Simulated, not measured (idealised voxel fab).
This is a process module. Its name is voxel spacer lines.
Cross-section cut spans 165 nm and uses square cells 5 nm in size.
When this document writes out a cross-section, it uses a grid of square cells and lists it as bands, beginning at the top and moving down, with a band standing for one or more rows of cells.
Quick guide to a band line: top height, bottom height (nm) up front; then every material left to right with its width in nm. Only one material and it's marked "throughout"? Then it fills the band edge to edge. And "air" just means empty space.
For the purposes of this specification, 0 denotes the height below which the wafer in its as-received condition is composed wholly of one material, and the lowermost band, lacking a lower limit, extends downward without end, as expressed in "0 -> down".
Quick explanation for "30->40": the width changes in equal steps down the rows of cells, from the first number in the band's top row to the second number in its bottom row.
Any step labelled "stayed the same" changed none of the cells in the cross-section.
Empty spaces without an open route to the top, at least 8 cells in extent, make up the entry "Sealed internal voids"; each is given as width x height at distance, where the distance is measured from the left edge, and all are in nm.
Note: text after step settings on the step line = simulator remark on that step.
The "overlay nm" setting may appear on a step's line; for a step that uses a mask, it gives how far to the right of its planned position the mask lay, and a negative value indicates the left.

**The planned process steps are enumerated hereunder**
step 1: RECEIVE with material Si
step 2: CONFORMAL_DEP with material SiO2, thk nm 5
step 3: DIRECTIONAL_DEP with material W, thk nm 20
step 4: DIRECTIONAL_DEP with material polySi, thk nm 30
step 5: PATTERN with tone cover, mask id MANDREL, material resist, width nm 20, pitch nm 60, thk nm 40, overlay nm 0
step 6: DIRECTIONAL_ETCH with etch materials polySi, depth nm 30
step 7: STRIP with etch materials resist
step 8: CONFORMAL_DEP with material SiN, thk nm 10
step 9: DIRECTIONAL_ETCH with etch materials SiN, depth nm 10
step 10: STRIP with etch materials polySi
step 11: DIRECTIONAL_ETCH with etch materials W, depth nm 20
step 12: STRIP with etch materials SiN

**What follows covers the first of two wafers; it ran as planned**

**Incoming wafer in cross-section (state: after step 1)**
> 0 -> down | Si throughout
> Sealed internal voids: none

**Cross-section: wafer state after step 2**
> 5 -> 0 | SiO2 throughout
> Below a height of 0, the structure has not been altered.

**Cross-section: wafer state after step 3**
> 25 -> 5 | W throughout
> Below a height of 5, the structure has not been altered.

**Cross-section: wafer state after step 4**
> 55 -> 25 | polySi throughout
> Below a height of 25, the structure has not been altered.

**Cross-section: wafer state after step 5**
> 95 -> 55 | air: 40  resist: 20  air: 40  resist: 20  air: 45
> Below a height of 55, the structure has not been altered.

**Cross-section: wafer state after step 6**
> 95 -> 55 | air: 40  resist: 20  air: 40  resist: 20  air: 45
> 55 -> 25 | air: 40  polySi: 20  air: 40  polySi: 20  air: 45
> Below a height of 25, the structure has not been altered.

**Cross-section: wafer state after step 7**
> 55 -> 25 | air: 40  polySi: 20  air: 40  polySi: 20  air: 45
> Below a height of 25, the structure has not been altered.

**Cross-section: wafer state after step 8**
> 65 -> 55 | air: 30  SiN: 40  air: 20  SiN: 40  air: 35
> 55 -> 35 | air: 30  SiN: 10  polySi: 20  SiN: 10  air: 20  SiN: 10  polySi: 20  SiN: 10  air: 35
> 35 -> 25 | SiN: 40  polySi: 20  SiN: 40  polySi: 20  SiN: 45
> Below a height of 25, the structure has not been altered.

**Cross-section: wafer state after step 9**
> 55 -> 25 | air: 30  SiN: 10  polySi: 20  SiN: 10  air: 20  SiN: 10  polySi: 20  SiN: 10  air: 35
> Below a height of 25, the structure has not been altered.

**Cross-section: wafer state after step 10**
> 55 -> 25 | air: 30  SiN: 10  air: 20  SiN: 10  air: 20  SiN: 10  air: 20  SiN: 10  air: 35
> Below a height of 25, the structure has not been altered.

**Cross-section: wafer state after step 11**
> 55 -> 25 | air: 30  SiN: 10  air: 20  SiN: 10  air: 20  SiN: 10  air: 20  SiN: 10  air: 35
> 25 -> 5 | air: 30  W: 10  air: 20  W: 10  air: 20  W: 10  air: 20  W: 10  air: 35
> Below a height of 5, the structure has not been altered.

**Cross-section: wafer state after step 12**
> 25 -> 5 | air: 30  W: 10  air: 20  W: 10  air: 20  W: 10  air: 20  W: 10  air: 35
> Below a height of 5, the structure has not been altered.

**Wafer two of the pair: same origin, same plan, one error during the run; identical to wafer one up to and including step 4**

**Second wafer: cross-section at the scheduled end of step 5**
> 95 -> 55 | resist: 40  air: 20  resist: 40  air: 20  resist: 45
> Below a height of 55, the structure has not been altered.

**Second wafer: cross-section at the scheduled end of step 6**
> 95 -> 55 | resist: 40  air: 20  resist: 40  air: 20  resist: 45
> 55 -> 25 | polySi: 40  air: 20  polySi: 40  air: 20  polySi: 45
> Below a height of 25, the structure has not been altered.

**Second wafer: cross-section at the scheduled end of step 7**
> 55 -> 25 | polySi: 40  air: 20  polySi: 40  air: 20  polySi: 45
> Below a height of 25, the structure has not been altered.

**Second wafer: cross-section at the scheduled end of step 8**
> 65 -> 55 | SiN throughout
> 55 -> 25 | polySi: 40  SiN: 20  polySi: 40  SiN: 20  polySi: 45
> Below a height of 25, the structure has not been altered.

**Second wafer: cross-section at the scheduled end of step 9**
> 55 -> 25 | polySi: 40  SiN: 20  polySi: 40  SiN: 20  polySi: 45
> Below a height of 25, the structure has not been altered.

**Second wafer: cross-section at the scheduled end of step 10**
> 55 -> 25 | air: 40  SiN: 20  air: 40  SiN: 20  air: 45
> Below a height of 25, the structure has not been altered.

**Second wafer: cross-section at the scheduled end of step 11**
> 55 -> 25 | air: 40  SiN: 20  air: 40  SiN: 20  air: 45
> 25 -> 5 | air: 40  W: 20  air: 40  W: 20  air: 45
> Below a height of 5, the structure has not been altered.

**Second wafer: cross-section at the scheduled end of step 12**
> 25 -> 5 | air: 40  W: 20  air: 40  W: 20  air: 45
> Below a height of 5, the structure has not been altered.
Short version of what went wrong: step 5 ran differently from the plan; actual operation with settings: PATTERN with tone open, mask id MANDREL, material resist, width nm 20, pitch nm 60, thk nm 40, overlay nm 0
Same inventory, different map: at the end, the second wafer holds as many cells of each material as the first, placed elsewhere.
